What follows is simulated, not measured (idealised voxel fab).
Proc. module: voxel self aligned contacts
The cross-section on display is named cut; it measures 300 nm wide, and its cells are 5 nm squares.
In this document a cross-section is written as a grid of square cells. It is given as a series of bands, listed from the top down, and a band is one or more rows of cells. It is stipulated that each band's entry specify, in nanometres, the height of the top of the band and then that of its bottom, followed by the materials of the band in left-to-right sequence, each together with its width in nanometres. A single material marked by the word "all across" is understood to fill the band from edge to edge; the word "empty" is understood to denote empty space. Note: height 0 marks the level under which the wafer is uniformly one material as received. Lowest band unbounded below, written "0 and below". Note: "30..40" means the width goes from the first number (top row of the band) to the second number (bottom row) in equal steps per row of cells. "changes: none" means the step left every cell of the cross-section as it was. The list in "Fully closed voids" covers empty spaces of 8 cells or more that cannot reach the top through any open way, and it gives each as width x height at distance; the distance is from the left edge, and width, height and distance are in nm. Where a step's line continues beyond its settings, the continuation is a remark by the simulator itself on that step. overlay nm: mask right of planned place by this much (step with mask). Neg. = left.
**List of planned process steps**
1. RECEIVE | material Si
2. OXIDIZE | depth nm 5
3. DIRECTIONAL_DEP | material polySi | thk nm 20
4. DIRECTIONAL_DEP | material SiN | thk nm 15
5. MASKED_ETCH | tone cover | mask id GATE | width nm 25 | pitch nm 60 | etch materials SiN | depth nm 15 | overlay nm 0
6. MASKED_ETCH | tone cover | mask id GATE | width nm 25 | pitch nm 60 | etch materials polySi | depth nm 20 | overlay nm 0
7. CONFORMAL_DEP | material SiN | thk nm 5
8. DIRECTIONAL_ETCH | etch materials SiN | depth nm 5
9. FILL_DEP | material SiO2 | thk nm 15
10. CMP | height nm 40
11. DIRECTIONAL_DEP | material aC | thk nm 10
12. PATTERN | tone open | mask id CONTACT | material resist | width nm 45 | thk nm 30 | overlay nm 0
13. DIRECTIONAL_ETCH | etch materials aC | depth nm 10
14. STRIP | etch materials resist
15. DIRECTIONAL_ETCH | etch materials SiO2 | depth nm 45
16. STRIP | etch materials aC
17. CONFORMAL_DEP | material TiN | thk nm 5
18. FILL_DEP | material Ru | thk nm 5
19. CMP | height nm 40
20. CONFORMAL_DEP | material SiN | thk nm 5
**Shown in cross-section is the wafer as received, that is, as it stands after step 1**
- 0 and below: Si all across
- Fully closed voids: none
**a wafer at the end: this start, this plan, one mistake**
- 45 down to 40: SiN all across
- 40 down to 35: SiO2 (125) / TiN (45) / SiO2 (130)
- 35 down to 20: SiN (110) / SiO2 (15) / SiN (45) / SiO2 (15) / SiN (115)
- 20 down to 0: polySi all across
- 0 down to -5: SiO2 all across
- -5 and below: Si all across
- Fully closed voids: none
So what did we get wrong on this run? step 5 changed vs plan, executed as MASKED_ETCH | tone open | mask id GATE | width nm 25 | pitch nm 60 | etch materials SiN | depth nm 15 | overlay nm 0
